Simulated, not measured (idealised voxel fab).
The process module presented herein is designated voxel local oxidation.
Xsec cut, 240 nm wide, square cell size 5 nm.
Format of a cross-section: grid, square cells. Given as bands. Order: top down. Band: one or more rows of cells. Read a band's entry like this: the first values are the height of its top and the height of its bottom in nm, and what follows is the sequence of materials from left to right, each with its width in nm. Note that "blank" is empty space, and that a single material marked "throughout" reaches across the band from edge to edge. Note: height 0 marks the level under which the wafer is uniformly one material as received. Lowest band unbounded below, written "from 0 down". You'd read "30 to 40" like this: the band's top row of cells is as wide as the first number, its bottom row is as wide as the second, and going down, every row changes width by the same amount as the row before did. "identical to before", as given for a step, is the statement that not any cell of the cross-section underwent a change during that step. The entry "Listed closed voids" lists the empty spaces that cover at least 8 cells and have no open path to the top. Each is written as width x height at distance, where the distance is measured from the left edge and all three values are in nm. On each step's line, the part that comes after the settings is the simulator's own comment on the step. Steps that use a mask can have "overlay nm" on their line. It says how far the mask sat to the right of where it was meant to be. Negative means to the left.
-- Process steps - plan
1: RECEIVE with material Si
2: OXIDIZE with depth nm 5
3: CONFORMAL_DEP with material SiN, thk nm 15
4: MASKED_ETCH with tone cover, mask id ACTIVE, width nm 115, etch materials SiN, depth nm 15, overlay nm -15
5: SELECTIVE_ETCH with etch materials SiO2, depth nm 5
6: OXIDIZE with depth nm 10
7: STRIP with etch materials SiN
Among the wafers covered here, the point of difference is the overlay nm at step 4; their starting state is shared, and the plan presents the value of the first wafer.
-- first wafer as received, after step 1
> from 0 down = Si throughout
> Listed closed voids: none
-- Per wafer (row), end of module: delta in cells per material since receipt, (+) for gained, (-) for lost; closed voids after that
overlay nm -15, -110 Si, +83 SiO2, Listed closed voids: none
overlay nm -10, -110 Si, +83 SiO2, Listed closed voids: none
overlay nm -5, -110 Si, +83 SiO2, Listed closed voids: none
overlay nm 0, -110 Si, +83 SiO2, Listed closed voids: none
overlay nm 5, -110 Si, +83 SiO2, Listed closed voids: none
overlay nm 10, -110 Si, +83 SiO2, Listed closed voids: none
overlay nm 15, -110 Si, +83 SiO2, Listed closed voids: none
